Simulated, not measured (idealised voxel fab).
Title: Process Module voxel spacer lines
We display cut, a cross-section 260 nm in width whose square cells are each 5 nm.
In this document a cross-section is written as a grid of square cells. It is given as a series of bands, listed from the top down, and a band is one or more rows of cells. The band entry comprises the height of the band's top followed by the height of its bottom, expressed in nm, and subsequently the band's materials from left to right, each stated together with its width in nm. Where a single material is marked with the word "throughout", that material fills the band from edge to edge. The word "blank" represents empty space. Where do heights start? At 0: under that level the wafer as delivered is made of one material only. And the lowest band has no floor; it just carries on downward, as in "top 0, no bottom". The two numbers in a width such as "30->40" mark its ends across the band: the first belongs to the top row of cells, the second to the bottom row, and from each row to the next the width moves by the same amount. For the purposes of this document, the phrase "remained the same" attached to a step denotes that no cell within the cross-section was modified by that step. Basically, "Closed voids list" tells you about the enclosed voids: empty spaces with no open way to the top, 8 cells or bigger, each written width x height at distance, where distance is from the left edge, all in nm. Text after the settings on a step's line: the simulator's own remark on that step. The line of a step may include "overlay nm". On a step with a mask, this value is how far to the right of its planned place the mask lay. A negative value means the mask lay to the left.

Plan
- 1: op RECEIVE | material Si
- 2: op CONFORMAL_DEP | material SiO2 | thk nm 5
- 3: op DIRECTIONAL_DEP | material W | thk nm 15
- 4: op DIRECTIONAL_DEP | material polySi | thk nm 25
- 5: op PATTERN | tone cover | mask id MANDREL | material resist | width nm 25 | pitch nm 80 | thk nm 30 | overlay nm 0
- 6: op DIRECTIONAL_ETCH | etch materials polySi | depth nm 25
- 7: op STRIP | etch materials resist
- 8: op CONFORMAL_DEP | material SiN | thk nm 15
- 9: op DIRECTIONAL_ETCH | etch materials SiN | depth nm 15
- 10: op STRIP | etch materials polySi
- 11: op DIRECTIONAL_ETCH | etch materials W | depth nm 15
- 12: op STRIP | etch materials SiN
- 13: op FILL_DEP | material lowk | thk nm 5
- 14: op CMP | height nm 20

Cross-section, incoming material, after step 1
* top 0, no bottom: Si throughout
* Closed voids list: none

Wafer at module end, in section. Began as above, planned as above, run with one mistake
* top 20, bottom 15: SiO2 throughout
* top 15, bottom 0: W throughout
* top 0, no bottom: Si throughout
* Closed voids list: none
Run error: ran 2 and 3 in swapped order versus the plan
